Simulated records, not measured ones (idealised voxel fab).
The following process module bears the name voxel trench capacitor.
For reference, the cross-section in this document is cut, with width 285 nm and square cells of 5 nm.
How to read a cross-section here: the picture is a grid of square cells, written as bands going from the top down, and any band can span one or more rows of cells.
Each band's line starts with the height of the band's top and of its bottom, in nm. Then come its materials from left to right, each with its width in nm. One material with "full width" fills the band from edge to edge. "air" is empty space.
All heights in this document are referenced to 0, defined as the level beneath which the wafer, as received, consists entirely of one material. The lowest band is not bounded below; it extends indefinitely downward and is written in the form "0 -> down".
Note: "30->40" means the width goes from the first number (top row of the band) to the second number (bottom row) in equal steps per row of cells.
Key: "nothing different" - step with no changed cell in the cross-section.
Empty spaces counting at least 8 cells and having no open way to the top are listed in "Catalogued sealed voids". The notation width x height at distance is used for each, the distance being from the left edge and all three values in nm.
It should be noted that, on the line of a given step, the content following the step's settings is a remark produced by the simulator itself with respect to that step.
You can add "overlay nm" to a step's line. For a step with a mask, it describes how far the mask lay to the right of its planned position, and a negative number describes a lay to the left.

**Listed below are the process steps as planned**
- 1: RECEIVE,material Si
- 2: CONFORMAL_DEP,material SiN,thk nm 10
- 3: DIRECTIONAL_DEP,material aC,thk nm 10
- 4: PATTERN,tone open,mask id TRENCH,material resist,width nm 15,pitch nm 50,thk nm 30,overlay nm 0
- 5: DIRECTIONAL_ETCH,etch materials aC,depth nm 10
- 6: STRIP,etch materials resist
- 7: DIRECTIONAL_ETCH,etch materials SiN,depth nm 10
- 8: DIRECTIONAL_ETCH,etch materials Si,depth nm 30
- 9: STRIP,etch materials aC
- 10: CONFORMAL_DEP,material SiO2,thk nm 5
- 11: FILL_DEP,material polySi,thk nm 10
- 12: CMP,height nm 10
The wafers in this document start out alike and differ in the width nm applied at step 4; the plan shows the value used for the first wafer.

**Cross-section of the first incoming wafer of several, state after step 1**
> 0 -> down | Si full width
> Catalogued sealed voids: none

**Heads up, this table goes wafer by wafer. A row tells you, at the end of the module, how many cells of each material that wafer has put on (+) or dropped (-) since it was received, and then its closed voids**
width nm 15 | -36 Si | +102 SiN | +34 SiO2 | +14 polySi | Catalogued sealed voids: none
width nm 20 | -48 Si | +98 SiN | +36 SiO2 | +28 polySi | Catalogued sealed voids: none
width nm 25 | -60 Si | +94 SiN | +38 SiO2 | +42 polySi | Catalogued sealed voids: none
width nm 30 | -72 Si | +90 SiN | +40 SiO2 | +56 polySi | Catalogued sealed voids: none
width nm 35 | -84 Si | +86 SiN | +42 SiO2 | +70 polySi | Catalogued sealed voids: none
